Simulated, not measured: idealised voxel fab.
process module | voxel transistor to metal
cross-section cut | 170 nm wide | cells 5 nm
A cross-section is a grid of square cells, given in bands from the top down. A band is one or more rows of cells.
Each band's line starts with the height of the band's top and of its bottom, in nm. Then come its materials from left to right, each with its width in nm. One material with "throughout" fills the band from edge to edge. "air" is empty space.
Height 0 is the level under which the wafer as received is all one material. The lowest band goes on downwards, as in "0 down".
A width such as "30 to 40" changes by the same amount from each row of cells to the next, from the band's top row to its bottom row.
"no change" after a step means that no cell of the cross-section changed.
closed voids: empty space of 8 cells or more with no open way to the top, each as width x height at its distance from the left edge, in nm
after a step's settings: what the simulator itself notes on the step
overlay nm, on a step with a mask: how far to the right of its planned place the mask lay; to the left if negative
plan
1 op RECEIVE | material Si
2 op OXIDIZE | depth nm 5
3 op CONFORMAL_DEP | material SiN | thk nm 10
4 op MASKED_ETCH | tone cover | mask id ACTIVE | width nm 100 | etch materials SiN | depth nm 10 | overlay nm 0
5 op MASKED_ETCH | tone cover | mask id ACTIVE | width nm 100 | etch materials SiO2 | depth nm 5 | overlay nm 0
6 op MASKED_ETCH | tone cover | mask id ACTIVE | width nm 100 | etch materials Si | depth nm 30 | overlay nm 0
7 op FILL_DEP | material SiO2 | thk nm 10
8 op CMP | height nm 10
9 op SELECTIVE_ETCH | etch materials SiO2 | depth nm 10
10 op STRIP | etch materials SiN
11 op SELECTIVE_ETCH | etch materials SiO2 | depth nm 5
12 op OXIDIZE | depth nm 5
13 op DIRECTIONAL_DEP | material polySi | thk nm 30
14 op DIRECTIONAL_DEP | material SiCN | thk nm 10
15 op PATTERN | tone cover | mask id GATE | material resist | width nm 30 | thk nm 15 | overlay nm 0
16 op DIRECTIONAL_ETCH | etch materials SiCN | depth nm 20
17 op DIRECTIONAL_ETCH | etch materials polySi | depth nm 40
18 op STRIP | etch materials resist
19 op CONFORMAL_DEP | material SiO2 | thk nm 5
20 op DIRECTIONAL_ETCH | etch materials SiO2 | depth nm 5
21 op CONFORMAL_DEP | material SiN | thk nm 10
22 op DIRECTIONAL_ETCH | etch materials SiN | depth nm 10
23 op DIRECTIONAL_ETCH | etch materials SiO2 | depth nm 5
24 op DIRECTIONAL_ETCH | etch materials Si | depth nm 10
25 op EPI | material nSi | thk nm 10
26 op FILL_DEP | material SiO2 | thk nm 10
27 op CMP | height nm 25
28 op STRIP | etch materials polySi
29 op SELECTIVE_ETCH | etch materials SiO2 | depth nm 5
30 op CONFORMAL_DEP | material HfO2 | thk nm 5
31 op CONFORMAL_DEP | material TiN | thk nm 5
32 op FILL_DEP | material W | thk nm 10
33 op CMP | height nm 20
34 op DIRECTIONAL_DEP | material SiO2 | thk nm 15
35 op PATTERN | tone open | mask id CONTACT | material resist | width nm 15 | pitch nm 75 | thk nm 20 | overlay nm 0
36 op DIRECTIONAL_ETCH | etch materials SiO2 | depth nm 45
37 op STRIP | etch materials resist
38 op CONFORMAL_DEP | material TiN | thk nm 5
39 op FILL_DEP | material W | thk nm 5
40 op CMP | height nm 35
41 op CONFORMAL_DEP | material SiN | thk nm 5
42 op DIRECTIONAL_DEP | material lowk | thk nm 20
43 op MASKED_ETCH | tone open | mask id METAL_1 | width nm 15 | pitch nm 75 | etch materials lowk | depth nm 20 | overlay nm 0
44 op MASKED_ETCH | tone open | mask id METAL_1 | width nm 15 | pitch nm 75 | etch materials SiN | depth nm 5 | overlay nm 0
45 op CONFORMAL_DEP | material TiN | thk nm 5
46 op FILL_DEP | material Ru | thk nm 10
47 op CMP | height nm 60
48 op EPI | material Ru | thk nm 5
49 op FILL_DEP | material SiCN | thk nm 5
50 op DIRECTIONAL_DEP | material lowk | thk nm 25
51 op MASKED_ETCH | tone open | mask id METAL_2 | width nm 15 | pitch nm 75 | etch materials lowk | depth nm 15 | overlay nm 0
52 op MASKED_ETCH | tone open | mask id METAL_2_HOLES | width nm 15 | pitch nm 75 | etch materials lowk | depth nm 10 | overlay nm 0
53 op MASKED_ETCH | tone open | mask id METAL_2_HOLES | width nm 15 | pitch nm 75 | etch materials SiCN | depth nm 5 | overlay nm 0
54 op CONFORMAL_DEP | material TiN | thk nm 5
55 op FILL_DEP | material Cu | thk nm 10
56 op CMP | height nm 95
57 op CONFORMAL_DEP | material SiCN | thk nm 5
first wafer, as planned
as received, after step 1
  0 down: Si throughout
  closed voids: none
after step 2
  0 to -5: SiO2 throughout
  below -5: unchanged
after step 3
  10 to 0: SiN throughout
  below 0: unchanged
after step 4
  10 to 0: air 35 | SiN 100 | air 35
  below 0: unchanged
after step 5
  10 to 0: air 35 | SiN 100 | air 35
  0 to -5: air 35 | SiO2 100 | air 35
  below -5: unchanged
after step 6
  10 to 0: air 35 | SiN 100 | air 35
  0 to -5: air 35 | SiO2 100 | air 35
  -5 to -35: air 35 | Si 100 | air 35
  below -35: unchanged
after step 7
  20 to 10: SiO2 throughout
  10 to 0: SiO2 35 | SiN 100 | SiO2 35
  0 to -5: SiO2 throughout
  -5 to -35: SiO2 35 | Si 100 | SiO2 35
  below -35: unchanged
after step 8
  10 to 0: SiO2 35 | SiN 100 | SiO2 35
  below 0: unchanged
after step 9
  10 to 0: air 35 | SiN 100 | air 35
  below 0: unchanged
after step 10
  0 to -5: SiO2 throughout
  below -5: unchanged
after step 11
  -5 to -35: SiO2 35 | Si 100 | SiO2 35
  below -35: unchanged
after step 12
  -5 to -10: SiO2 throughout
  below -10: unchanged
after step 13
  25 to -5: polySi throughout
  below -5: unchanged
after step 14
  35 to 25: SiCN throughout
  below 25: unchanged
after step 15
  50 to 35: air 70 | resist 30 | air 70
  below 35: unchanged
after step 16
  50 to 35: air 70 | resist 30 | air 70
  35 to 25: air 70 | SiCN 30 | air 70
  below 25: unchanged
after step 17
  50 to 35: air 70 | resist 30 | air 70
  35 to 25: air 70 | SiCN 30 | air 70
  25 to -5: air 70 | polySi 30 | air 70
  below -5: unchanged
after step 18
  35 to 25: air 70 | SiCN 30 | air 70
  below 25: unchanged
after step 19
  40 to 35: air 65 | SiO2 40 | air 65
  35 to 25: air 65 | SiO2 5 | SiCN 30 | SiO2 5 | air 65
  25 to 0: air 65 | SiO2 5 | polySi 30 | SiO2 5 | air 65
  0 to -5: SiO2 70 | polySi 30 | SiO2 70
  below -5: unchanged
after step 20
  35 to 25: air 65 | SiO2 5 | SiCN 30 | SiO2 5 | air 65
  25 to -5: air 65 | SiO2 5 | polySi 30 | SiO2 5 | air 65
  below -5: unchanged
after step 21
  45 to 35: air 55 | SiN 60 | air 55
  35 to 25: air 55 | SiN 10 | SiO2 5 | SiCN 30 | SiO2 5 | SiN 10 | air 55
  25 to 5: air 55 | SiN 10 | SiO2 5 | polySi 30 | SiO2 5 | SiN 10 | air 55
  5 to -5: SiN 65 | SiO2 5 | polySi 30 | SiO2 5 | SiN 65
  below -5: unchanged
after step 22
  35 to 25: air 55 | SiN 10 | SiO2 5 | SiCN 30 | SiO2 5 | SiN 10 | air 55
  25 to -5: air 55 | SiN 10 | SiO2 5 | polySi 30 | SiO2 5 | SiN 10 | air 55
  below -5: unchanged
after step 23
  35 to 30: air 55 | SiN 10 | air 5 | SiCN 30 | air 5 | SiN 10 | air 55
  30 to 25: air 55 | SiN 10 | SiO2 5 | SiCN 30 | SiO2 5 | SiN 10 | air 55
  25 to -5: air 55 | SiN 10 | SiO2 5 | polySi 30 | SiO2 5 | SiN 10 | air 55
  -5 to -10: air 55 | SiO2 60 | air 55
  below -10: unchanged
after step 24
  35 to 30: air 55 | SiN 10 | air 5 | SiCN 30 | air 5 | SiN 10 | air 55
  30 to 25: air 55 | SiN 10 | SiO2 5 | SiCN 30 | SiO2 5 | SiN 10 | air 55
  25 to -5: air 55 | SiN 10 | SiO2 5 | polySi 30 | SiO2 5 | SiN 10 | air 55
  -5 to -10: air 55 | SiO2 60 | air 55
  -10 to -20: SiO2 35 | air 20 | Si 60 | air 20 | SiO2 35
  below -20: unchanged
after step 25
  35 to 30: air 55 | SiN 10 | air 5 | SiCN 30 | air 5 | SiN 10 | air 55
  30 to 25: air 55 | SiN 10 | SiO2 5 | SiCN 30 | SiO2 5 | SiN 10 | air 55
  25 to 0: air 55 | SiN 10 | SiO2 5 | polySi 30 | SiO2 5 | SiN 10 | air 55
  0 to -5: air 45 | nSi 10 | SiN 10 | SiO2 5 | polySi 30 | SiO2 5 | SiN 10 | nSi 10 | air 45
  -5 to -10: air 45 | nSi 10 | SiO2 60 | nSi 10 | air 45
  -10 to -20: SiO2 35 | nSi 20 | Si 60 | nSi 20 | SiO2 35
  below -20: unchanged
after step 26
  45 to 35: SiO2 throughout
  35 to 25: SiO2 55 | SiN 10 | SiO2 5 | SiCN 30 | SiO2 5 | SiN 10 | SiO2 55
  25 to 0: SiO2 55 | SiN 10 | SiO2 5 | polySi 30 | SiO2 5 | SiN 10 | SiO2 55
  0 to -5: SiO2 45 | nSi 10 | SiN 10 | SiO2 5 | polySi 30 | SiO2 5 | SiN 10 | nSi 10 | SiO2 45
  -5 to -10: SiO2 45 | nSi 10 | SiO2 60 | nSi 10 | SiO2 45
  below -10: unchanged
after step 27
  25 to 0: SiO2 55 | SiN 10 | SiO2 5 | polySi 30 | SiO2 5 | SiN 10 | SiO2 55
  below 0: unchanged
after step 28
  25 to 0: SiO2 55 | SiN 10 | SiO2 5 | air 30 | SiO2 5 | SiN 10 | SiO2 55
  0 to -5: SiO2 45 | nSi 10 | SiN 10 | SiO2 5 | air 30 | SiO2 5 | SiN 10 | nSi 10 | SiO2 45
  below -5: unchanged
after step 29
  25 to 20: air 55 | SiN 10 | air 40 | SiN 10 | air 55
  20 to 0: SiO2 55 | SiN 10 | air 40 | SiN 10 | SiO2 55
  0 to -5: SiO2 45 | nSi 10 | SiN 10 | air 40 | SiN 10 | nSi 10 | SiO2 45
  -5 to -10: SiO2 45 | nSi 10 | SiO2 10 | air 40 | SiO2 10 | nSi 10 | SiO2 45
  below -10: unchanged
after step 30
  30 to 25: air 50 | HfO2 20 | air 30 | HfO2 20 | air 50
  25 to 20: HfO2 55 | SiN 10 | HfO2 5 | air 30 | HfO2 5 | SiN 10 | HfO2 55
  20 to 0: SiO2 55 | SiN 10 | HfO2 5 | air 30 | HfO2 5 | SiN 10 | SiO2 55
  0 to -5: SiO2 45 | nSi 10 | SiN 10 | HfO2 5 | air 30 | HfO2 5 | SiN 10 | nSi 10 | SiO2 45
  -5 to -10: SiO2 45 | nSi 10 | SiO2 10 | HfO2 40 | SiO2 10 | nSi 10 | SiO2 45
  below -10: unchanged
after step 31
  35 to 30: air 45 | TiN 30 | air 20 | TiN 30 | air 45
  30 to 25: TiN 50 | HfO2 20 | TiN 5 | air 20 | TiN 5 | HfO2 20 | TiN 50
  25 to 20: HfO2 55 | SiN 10 | HfO2 5 | TiN 5 | air 20 | TiN 5 | HfO2 5 | SiN 10 | HfO2 55
  20 to 0: SiO2 55 | SiN 10 | HfO2 5 | TiN 5 | air 20 | TiN 5 | HfO2 5 | SiN 10 | SiO2 55
  0 to -5: SiO2 45 | nSi 10 | SiN 10 | HfO2 5 | TiN 30 | HfO2 5 | SiN 10 | nSi 10 | SiO2 45
  below -5: unchanged
after step 32
  45 to 35: W throughout
  35 to 30: W 45 | TiN 30 | W 20 | TiN 30 | W 45
  30 to 25: TiN 50 | HfO2 20 | TiN 5 | W 20 | TiN 5 | HfO2 20 | TiN 50
  25 to 20: HfO2 55 | SiN 10 | HfO2 5 | TiN 5 | W 20 | TiN 5 | HfO2 5 | SiN 10 | HfO2 55
  20 to 0: SiO2 55 | SiN 10 | HfO2 5 | TiN 5 | W 20 | TiN 5 | HfO2 5 | SiN 10 | SiO2 55
  below 0: unchanged
after step 33
  20 to 0: SiO2 55 | SiN 10 | HfO2 5 | TiN 5 | W 20 | TiN 5 | HfO2 5 | SiN 10 | SiO2 55
  below 0: unchanged
after step 34
  35 to 20: SiO2 throughout
  below 20: unchanged
after step 35
  55 to 35: resist 40 | air 15 | resist 60 | air 15 | resist 40
  below 35: unchanged
after step 36
  55 to 35: resist 40 | air 15 | resist 60 | air 15 | resist 40
  35 to 20: SiO2 40 | air 15 | SiO2 60 | air 15 | SiO2 40
  20 to 0: SiO2 40 | air 15 | SiN 10 | HfO2 5 | TiN 5 | W 20 | TiN 5 | HfO2 5 | SiN 10 | air 15 | SiO2 40
  0 to -5: SiO2 40 | air 5 | nSi 10 | SiN 10 | HfO2 5 | TiN 30 | HfO2 5 | SiN 10 | nSi 10 | air 5 | SiO2 40
  -5 to -10: SiO2 40 | air 5 | nSi 10 | SiO2 10 | HfO2 40 | SiO2 10 | nSi 10 | air 5 | SiO2 40
  below -10: unchanged
after step 37
  35 to 20: SiO2 40 | air 15 | SiO2 60 | air 15 | SiO2 40
  below 20: unchanged
after step 38
  40 to 35: TiN 45 | air 5 | TiN 70 | air 5 | TiN 45
  35 to 20: SiO2 40 | TiN 5 | air 5 | TiN 5 | SiO2 60 | TiN 5 | air 5 | TiN 5 | SiO2 40
  20 to 5: SiO2 40 | TiN 5 | air 5 | TiN 5 | SiN 10 | HfO2 5 | TiN 5 | W 20 | TiN 5 | HfO2 5 | SiN 10 | TiN 5 | air 5 | TiN 5 | SiO2 40
  5 to 0: SiO2 40 | TiN 15 | SiN 10 | HfO2 5 | TiN 5 | W 20 | TiN 5 | HfO2 5 | SiN 10 | TiN 15 | SiO2 40
  0 to -5: SiO2 40 | TiN 5 | nSi 10 | SiN 10 | HfO2 5 | TiN 30 | HfO2 5 | SiN 10 | nSi 10 | TiN 5 | SiO2 40
  -5 to -10: SiO2 40 | TiN 5 | nSi 10 | SiO2 10 | HfO2 40 | SiO2 10 | nSi 10 | TiN 5 | SiO2 40
  below -10: unchanged
after step 39
  45 to 40: W throughout
  40 to 35: TiN 45 | W 5 | TiN 70 | W 5 | TiN 45
  35 to 20: SiO2 40 | TiN 5 | W 5 | TiN 5 | SiO2 60 | TiN 5 | W 5 | TiN 5 | SiO2 40
  20 to 5: SiO2 40 | TiN 5 | W 5 | TiN 5 | SiN 10 | HfO2 5 | TiN 5 | W 20 | TiN 5 | HfO2 5 | SiN 10 | TiN 5 | W 5 | TiN 5 | SiO2 40
  below 5: unchanged
after step 40
  35 to 20: SiO2 40 | TiN 5 | W 5 | TiN 5 | SiO2 60 | TiN 5 | W 5 | TiN 5 | SiO2 40
  below 20: unchanged
after step 41
  40 to 35: SiN throughout
  below 35: unchanged
after step 42
  60 to 40: lowk throughout
  below 40: unchanged
after step 43
  60 to 40: lowk 40 | air 15 | lowk 60 | air 15 | lowk 40
  below 40: unchanged
after step 44
  60 to 40: lowk 40 | air 15 | lowk 60 | air 15 | lowk 40
  40 to 35: SiN 40 | air 15 | SiN 60 | air 15 | SiN 40
  below 35: unchanged
after step 45
  65 to 60: TiN 45 | air 5 | TiN 70 | air 5 | TiN 45
  60 to 40: lowk 40 | TiN 5 | air 5 | TiN 5 | lowk 60 | TiN 5 | air 5 | TiN 5 | lowk 40
  40 to 35: SiN 40 | TiN 15 | SiN 60 | TiN 15 | SiN 40
  below 35: unchanged
after step 46
  75 to 65: Ru throughout
  65 to 60: TiN 45 | Ru 5 | TiN 70 | Ru 5 | TiN 45
  60 to 40: lowk 40 | TiN 5 | Ru 5 | TiN 5 | lowk 60 | TiN 5 | Ru 5 | TiN 5 | lowk 40
  below 40: unchanged
after step 47
  60 to 40: lowk 40 | TiN 5 | Ru 5 | TiN 5 | lowk 60 | TiN 5 | Ru 5 | TiN 5 | lowk 40
  below 40: unchanged
after step 48
  65 to 60: air 35 | Ru 25 | air 50 | Ru 25 | air 35
  below 60: unchanged
after step 49
  70 to 65: SiCN throughout
  65 to 60: SiCN 35 | Ru 25 | SiCN 50 | Ru 25 | SiCN 35
  below 60: unchanged
after step 50
  95 to 70: lowk throughout
  below 70: unchanged
after step 51
  95 to 80: lowk 40 | air 15 | lowk 60 | air 15 | lowk 40
  below 80: unchanged
after step 52
  95 to 70: lowk 40 | air 15 | lowk 60 | air 15 | lowk 40
  below 70: unchanged
after step 53
  95 to 70: lowk 40 | air 15 | lowk 60 | air 15 | lowk 40
  70 to 65: SiCN 40 | air 15 | SiCN 60 | air 15 | SiCN 40
  below 65: unchanged
after step 54
  100 to 95: TiN 45 | air 5 | TiN 70 | air 5 | TiN 45
  95 to 70: lowk 40 | TiN 5 | air 5 | TiN 5 | lowk 60 | TiN 5 | air 5 | TiN 5 | lowk 40
  70 to 65: SiCN 40 | TiN 15 | SiCN 60 | TiN 15 | SiCN 40
  below 65: unchanged
after step 55
  110 to 100: Cu throughout
  100 to 95: TiN 45 | Cu 5 | TiN 70 | Cu 5 | TiN 45
  95 to 70: lowk 40 | TiN 5 | Cu 5 | TiN 5 | lowk 60 | TiN 5 | Cu 5 | TiN 5 | lowk 40
  below 70: unchanged
after step 56
  95 to 70: lowk 40 | TiN 5 | Cu 5 | TiN 5 | lowk 60 | TiN 5 | Cu 5 | TiN 5 | lowk 40
  below 70: unchanged
after step 57
  100 to 95: SiCN throughout
  below 95: unchanged
second wafer: like start, like plan, one mistake. Through step 39 it matches the first wafer
when step 40 should have ended
  25 to 20: SiO2 40 | TiN 5 | W 5 | TiN 5 | SiO2 60 | TiN 5 | W 5 | TiN 5 | SiO2 40
  below 20: unchanged
when step 41 should have ended
  30 to 25: SiN throughout
  below 25: unchanged
when step 42 should have ended
  50 to 30: lowk throughout
  below 30: unchanged
when step 43 should have ended
  50 to 30: lowk 40 | air 15 | lowk 60 | air 15 | lowk 40
  below 30: unchanged
when step 44 should have ended
  50 to 30: lowk 40 | air 15 | lowk 60 | air 15 | lowk 40
  30 to 25: SiN 40 | air 15 | SiN 60 | air 15 | SiN 40
  below 25: unchanged
when step 45 should have ended
  55 to 50: TiN 45 | air 5 | TiN 70 | air 5 | TiN 45
  50 to 30: lowk 40 | TiN 5 | air 5 | TiN 5 | lowk 60 | TiN 5 | air 5 | TiN 5 | lowk 40
  30 to 25: SiN 40 | TiN 15 | SiN 60 | TiN 15 | SiN 40
  below 25: unchanged
when step 46 should have ended
  65 to 55: Ru throughout
  55 to 50: TiN 45 | Ru 5 | TiN 70 | Ru 5 | TiN 45
  50 to 30: lowk 40 | TiN 5 | Ru 5 | TiN 5 | lowk 60 | TiN 5 | Ru 5 | TiN 5 | lowk 40
  below 30: unchanged
when step 47 should have ended
  60 to 55: Ru throughout
  below 55: unchanged
when step 48 should have ended
  65 to 55: Ru throughout
  below 55: unchanged
when step 49 should have ended
  70 to 65: SiCN throughout
  below 65: unchanged
when step 50 should have ended
  95 to 70: lowk throughout
  below 70: unchanged
when step 51 should have ended
  95 to 80: lowk 40 | air 15 | lowk 60 | air 15 | lowk 40
  below 80: unchanged
when step 52 should have ended
  95 to 70: lowk 40 | air 15 | lowk 60 | air 15 | lowk 40
  below 70: unchanged
when step 53 should have ended
  95 to 70: lowk 40 | air 15 | lowk 60 | air 15 | lowk 40
  70 to 65: SiCN 40 | air 15 | SiCN 60 | air 15 | SiCN 40
  below 65: unchanged
when step 54 should have ended
  100 to 95: TiN 45 | air 5 | TiN 70 | air 5 | TiN 45
  95 to 70: lowk 40 | TiN 5 | air 5 | TiN 5 | lowk 60 | TiN 5 | air 5 | TiN 5 | lowk 40
  70 to 65: SiCN 40 | TiN 15 | SiCN 60 | TiN 15 | SiCN 40
  below 65: unchanged
when step 55 should have ended
  110 to 100: Cu throughout
  100 to 95: TiN 45 | Cu 5 | TiN 70 | Cu 5 | TiN 45
  95 to 70: lowk 40 | TiN 5 | Cu 5 | TiN 5 | lowk 60 | TiN 5 | Cu 5 | TiN 5 | lowk 40
  below 70: unchanged
when step 56 should have ended
  95 to 70: lowk 40 | TiN 5 | Cu 5 | TiN 5 | lowk 60 | TiN 5 | Cu 5 | TiN 5 | lowk 40
  below 70: unchanged
when step 57 should have ended
  100 to 95: SiCN throughout
  below 95: unchanged
what went wrong: step 40 ran as: op CMP | height nm 25
at the end the second wafer has, in cells: 60 more of Ru | 24 fewer of SiCN | 56 fewer of SiO2 | 24 more of TiN | 4 fewer of W
